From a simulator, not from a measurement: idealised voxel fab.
Process module under the name voxel plated lines
The cross-section shown here is cut; it is 210 nm wide and divided into square cells measuring 5 nm on a side.
Throughout this document, each cross-section is represented as a grid of square cells and is presented as a sequence of bands enumerated from the top downward, where a band comprises one or more rows of cells. The entry gives the band's vertical extent as a top height and a bottom height in nm, then its horizontal make-up as materials from left to right, each with a width in nm. "empty" stands for empty space; a single material marked "everywhere" fills the band edge to edge. Zero point of the height axis is 0; under it, received wafer = one material. Lowest band: continues down indefinitely, "0 nm and below". The width entry "30 to 40" should be interpreted row by row: the top row of cells in the band takes the first number, the bottom row takes the second number, and the change between adjacent rows is uniform throughout. "no modification" (step): cross-section cells unchanged, all of them. Entry "Closed empty spaces" = empty spaces >= 8 cells with no open way to the top; each as width x height at distance, distance from left edge, all nm. after a step's settings: what the simulator itself notes on the step. A step's line can hold "overlay nm"; with a mask on that step, the setting says how far right of the planned place the mask lay, while a negative setting says it lay to the left.
This section lists the process steps that were planned
1,RECEIVE | material Si
2,CONFORMAL_DEP | material SiN | thk nm 10
3,DIRECTIONAL_DEP | material TiN | thk nm 5
4,PATTERN | tone open | mask id LINES | material resist | width nm 20 | pitch nm 45 | thk nm 30 | overlay nm 0
5,EPI | material Ru | thk nm 10
6,EPI | material Ru | thk nm 10
7,STRIP | etch materials resist
8,DIRECTIONAL_ETCH | etch materials TiN | depth nm 5
9,CONFORMAL_DEP | material SiCN | thk nm 5
First of two wafers, processed according to plan
Cross-section: wafer on arrival = after step 1
    0 nm and below = Si everywhere
    Closed empty spaces: none
Once step 2 is through, the wafer looks like this in cross-section
    10 nm to 0 nm = SiN everywhere
    Whatever lies below 0 is exactly as it was before.
Once step 3 is through, the wafer looks like this in cross-section
    15 nm to 10 nm = TiN everywhere
    Whatever lies below 10 is exactly as it was before.
Once step 4 is through, the wafer looks like this in cross-section
    45 nm to 15 nm = resist 25 nm, empty 20 nm, resist 25 nm, empty 20 nm, resist 25 nm, empty 20 nm, resist 25 nm, empty 20 nm, resist 30 nm
    Whatever lies below 15 is exactly as it was before.
Once step 5 is through, the wafer looks like this in cross-section
    45 nm to 25 nm = resist 25 nm, empty 20 nm, resist 25 nm, empty 20 nm, resist 25 nm, empty 20 nm, resist 25 nm, empty 20 nm, resist 30 nm
    25 nm to 15 nm = resist 25 nm, Ru 20 nm, resist 25 nm, Ru 20 nm, resist 25 nm, Ru 20 nm, resist 25 nm, Ru 20 nm, resist 30 nm
    Whatever lies below 15 is exactly as it was before.
Once step 6 is through, the wafer looks like this in cross-section
    45 nm to 35 nm = resist 25 nm, empty 20 nm, resist 25 nm, empty 20 nm, resist 25 nm, empty 20 nm, resist 25 nm, empty 20 nm, resist 30 nm
    35 nm to 15 nm = resist 25 nm, Ru 20 nm, resist 25 nm, Ru 20 nm, resist 25 nm, Ru 20 nm, resist 25 nm, Ru 20 nm, resist 30 nm
    Whatever lies below 15 is exactly as it was before.
Once step 7 is through, the wafer looks like this in cross-section
    35 nm to 15 nm = empty 25 nm, Ru 20 nm, empty 25 nm, Ru 20 nm, empty 25 nm, Ru 20 nm, empty 25 nm, Ru 20 nm, empty 30 nm
    Whatever lies below 15 is exactly as it was before.
Once step 8 is through, the wafer looks like this in cross-section
    35 nm to 15 nm = empty 25 nm, Ru 20 nm, empty 25 nm, Ru 20 nm, empty 25 nm, Ru 20 nm, empty 25 nm, Ru 20 nm, empty 30 nm
    15 nm to 10 nm = empty 25 nm, TiN 20 nm, empty 25 nm, TiN 20 nm, empty 25 nm, TiN 20 nm, empty 25 nm, TiN 20 nm, empty 30 nm
    Whatever lies below 10 is exactly as it was before.
Once step 9 is through, the wafer looks like this in cross-section
    40 nm to 35 nm = empty 20 nm, SiCN 30 nm, empty 15 nm, SiCN 30 nm, empty 15 nm, SiCN 30 nm, empty 15 nm, SiCN 30 nm, empty 25 nm
    35 nm to 15 nm = empty 20 nm, SiCN 5 nm, Ru 20 nm, SiCN 5 nm, empty 15 nm, SiCN 5 nm, Ru 20 nm, SiCN 5 nm, empty 15 nm, SiCN 5 nm, Ru 20 nm, SiCN 5 nm, empty 15 nm, SiCN 5 nm, Ru 20 nm, SiCN 5 nm, empty 25 nm
    15 nm to 10 nm = SiCN 25 nm, TiN 20 nm, SiCN 25 nm, TiN 20 nm, SiCN 25 nm, TiN 20 nm, SiCN 25 nm, TiN 20 nm, SiCN 30 nm
    Whatever lies below 10 is exactly as it was before.
The second wafer: identical to the first at the outset and in its planned sequence, differing only in that one mistake was made during processing; up to and including step 4, its path is the first wafer's path
Cross-section of the second wafer when, according to plan, step 6 should have finished
    45 nm to 15 nm = resist 25 nm, Ru 20 nm, resist 25 nm, Ru 20 nm, resist 25 nm, Ru 20 nm, resist 25 nm, Ru 20 nm, resist 30 nm
    Whatever lies below 15 is exactly as it was before.
Cross-section of the second wafer when, according to plan, step 7 should have finished
    45 nm to 15 nm = empty 25 nm, Ru 20 nm, empty 25 nm, Ru 20 nm, empty 25 nm, Ru 20 nm, empty 25 nm, Ru 20 nm, empty 30 nm
    Whatever lies below 15 is exactly as it was before.
Cross-section of the second wafer when, according to plan, step 8 should have finished
    45 nm to 15 nm = empty 25 nm, Ru 20 nm, empty 25 nm, Ru 20 nm, empty 25 nm, Ru 20 nm, empty 25 nm, Ru 20 nm, empty 30 nm
    15 nm to 10 nm = empty 25 nm, TiN 20 nm, empty 25 nm, TiN 20 nm, empty 25 nm, TiN 20 nm, empty 25 nm, TiN 20 nm, empty 30 nm
    Whatever lies below 10 is exactly as it was before.
Cross-section of the second wafer when, according to plan, step 9 should have finished
    50 nm to 45 nm = empty 20 nm, SiCN 30 nm, empty 15 nm, SiCN 30 nm, empty 15 nm, SiCN 30 nm, empty 15 nm, SiCN 30 nm, empty 25 nm
    45 nm to 15 nm = empty 20 nm, SiCN 5 nm, Ru 20 nm, SiCN 5 nm, empty 15 nm, SiCN 5 nm, Ru 20 nm, SiCN 5 nm, empty 15 nm, SiCN 5 nm, Ru 20 nm, SiCN 5 nm, empty 15 nm, SiCN 5 nm, Ru 20 nm, SiCN 5 nm, empty 25 nm
    15 nm to 10 nm = SiCN 25 nm, TiN 20 nm, SiCN 25 nm, TiN 20 nm, SiCN 25 nm, TiN 20 nm, SiCN 25 nm, TiN 20 nm, SiCN 30 nm
    Whatever lies below 10 is exactly as it was before.
What went wrong in running the wafer? one of the matching steps 5 and 6 was carried out twice, and there is no way to identify which
Counted in cells at the end, the second wafer holds more or fewer of these materials than the first: Ru: 32 more, SiCN: 16 more
